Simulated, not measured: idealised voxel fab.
This is a process module. Its name is voxel ribs on slabs.
Xsec cut, 155 nm wide, square cell size 5 nm.
How to read a cross-section here: the picture is a grid of square cells, written as bands going from the top down, and any band can span one or more rows of cells.
Band: top height; bottom height; in nm. Then, left to right: material with width in nm, for each material. "everywhere": a single material spanning edge to edge. "empty": empty space.
For the purposes of this specification, 0 denotes the height below which the wafer in its as-received condition is composed wholly of one material, and the lowermost band, lacking a lower limit, extends downward without end, as expressed in "z 0 and below".
It should be noted that a width expressed as "30..40" varies in equal increments from row to row of cells within the band, taking the value of the first number at the top row and that of the second number at the bottom row.
No cell of the cross-section changed in a step that is given as "remains unaltered".
Empty spaces without an open route to the top, at least 8 cells in extent, make up the entry "Unvented cavities"; each is given as width x height at distance, where the distance is measured from the left edge, and all are in nm.
What comes after the settings on a step's line is commentary from the simulator itself on that step.
overlay nm: mask offset rightward from planned place, masked step; negative means leftward offset.

Process steps foreseen in the plan
1,RECEIVE: material Si
2,DIRECTIONAL_DEP: material SiO2, thk nm 30
3,DIRECTIONAL_DEP: material SiN, thk nm 25
4,PATTERN: tone cover, mask id RIB, material resist, width nm 20, thk nm 15, overlay nm 0
5,DIRECTIONAL_ETCH: etch materials SiN, depth nm 20
6,STRIP: etch materials resist
7,MASKED_ETCH: tone cover, mask id SLAB, width nm 50, etch materials SiN, depth nm 5, overlay nm 0
8,FILL_DEP: material SiO2, thk nm 20
9,CMP: height nm 70
10,DIRECTIONAL_DEP: material W, thk nm 10
11,DIRECTIONAL_DEP: material aC, thk nm 15
12,PATTERN: tone cover, mask id HEATER, material resist, width nm 30, thk nm 30, overlay nm 0
13,DIRECTIONAL_ETCH: etch materials aC, depth nm 15
14,STRIP: etch materials resist
15,DIRECTIONAL_ETCH: etch materials W, depth nm 10
16,STRIP: etch materials aC
17,CONFORMAL_DEP: material SiN, thk nm 5

Shown in cross-section is the wafer as received, that is, as it stands after step 1
	z 0 and below | Si everywhere
	Unvented cavities: none

The first of two wafers, cross-sectioned at the end of the module, with the run proceeding as planned
	z 85 to 80 | empty=55, SiN=40, empty=60
	z 80 to 75 | empty=55, SiN=5, W=30, SiN=5, empty=60
	z 75 to 70 | SiN=60, W=30, SiN=65
	z 70 to 55 | SiO2 everywhere
	z 55 to 35 | SiO2=65, SiN=20, SiO2=70
	z 35 to 30 | SiO2=50, SiN=50, SiO2=55
	z 30 to 0 | SiO2 everywhere
	z 0 and below | Si everywhere
	Unvented cavities: none

Cross-sectional view of the second of two wafers upon completion of the module. This wafer shared its starting condition and process plan with the first; one error was made during its execution
	z 85 to 80 | empty=55, SiN=40, empty=60
	z 80 to 75 | empty=55, SiN=5, W=30, SiN=5, empty=60
	z 75 to 70 | SiN=60, W=30, SiN=65
	z 70 to 55 | SiO2 everywhere
	z 55 to 35 | SiO2=65, SiN=20, SiO2=70
	z 35 to 30 | SiO2=60, SiN=50, SiO2=45
	z 30 to 0 | SiO2 everywhere
	z 0 and below | Si everywhere
	Unvented cavities: none
Nonconformance to the process plan: not per plan at step 7, really ran MASKED_ETCH: tone cover, mask id SLAB, width nm 50, etch materials SiN, depth nm 5, overlay nm 10
Heads up: at the end the two wafers have identical cell counts per material, they're just laid out differently.
